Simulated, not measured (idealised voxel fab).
Documented hereafter: the process module known as voxel spacer lines.
This is section cut - it's 290 nm across, gridded in 5 nm square cells.
Cross-section layout: square cells on a grid; listed as bands, top to bottom; a band spans one or more cell rows.
Band: top height; bottom height; in nm. Then, left to right: material with width in nm, for each material. "everywhere": a single material spanning edge to edge. "blank": empty space.
Height reference: 0 = level under which incoming wafer is all one material. Lowest band: no bottom, runs on downward, e.g. "z 0 and below".
A two-number width, for instance "30->40", indicates that the width is equal to the first number in the top row of the band and to the second number in the bottom row, and that it changes by a constant amount per row of cells.
It should be understood that the words "no change occurred", when stated for a given step, signify that the cross-section underwent no change in any of its cells during that step.
Enclosed voids (no open way to top), threshold 8 cells or more, entry "Closed void table", notation width x height at distance, distance from left edge, nm.
It should be noted that, on the line of a given step, the content following the step's settings is a remark produced by the simulator itself with respect to that step.
The "overlay nm" setting may appear on a step's line; for a step that uses a mask, it gives how far to the right of its planned position the mask lay, and a negative value indicates the left.
### Planned process steps
1. RECEIVE | material Si
2. CONFORMAL_DEP | material Al2O3 | thk nm 10
3. DIRECTIONAL_DEP | material W | thk nm 10
4. DIRECTIONAL_DEP | material polySi | thk nm 30
5. PATTERN | tone cover | mask id MANDREL | material resist | width nm 20 | pitch nm 60 | thk nm 40 | overlay nm 0
6. DIRECTIONAL_ETCH | etch materials polySi | depth nm 30
7. STRIP | etch materials resist
8. CONFORMAL_DEP | material SiN | thk nm 10
9. DIRECTIONAL_ETCH | etch materials SiN | depth nm 10
10. STRIP | etch materials polySi
11. DIRECTIONAL_ETCH | etch materials W | depth nm 10
12. STRIP | etch materials SiN
### Cross-section: wafer on arrival = after step 1
* z 0 and below: Si everywhere
* Closed void table: none
### Wafer at module end, in section. Began as above, planned as above, run with one mistake
* z 20 to 10: blank: 105 / W: 20 / blank: 40 / W: 20 / blank: 105
* z 10 to 0: Al2O3 everywhere
* z 0 and below: Si everywhere
* Closed void table: none
Processing error: so step 5 ended up running with a different setting than we planned, it ran as PATTERN | tone open | mask id MANDREL | material resist | width nm 20 | pitch nm 60 | thk nm 40 | overlay nm 0
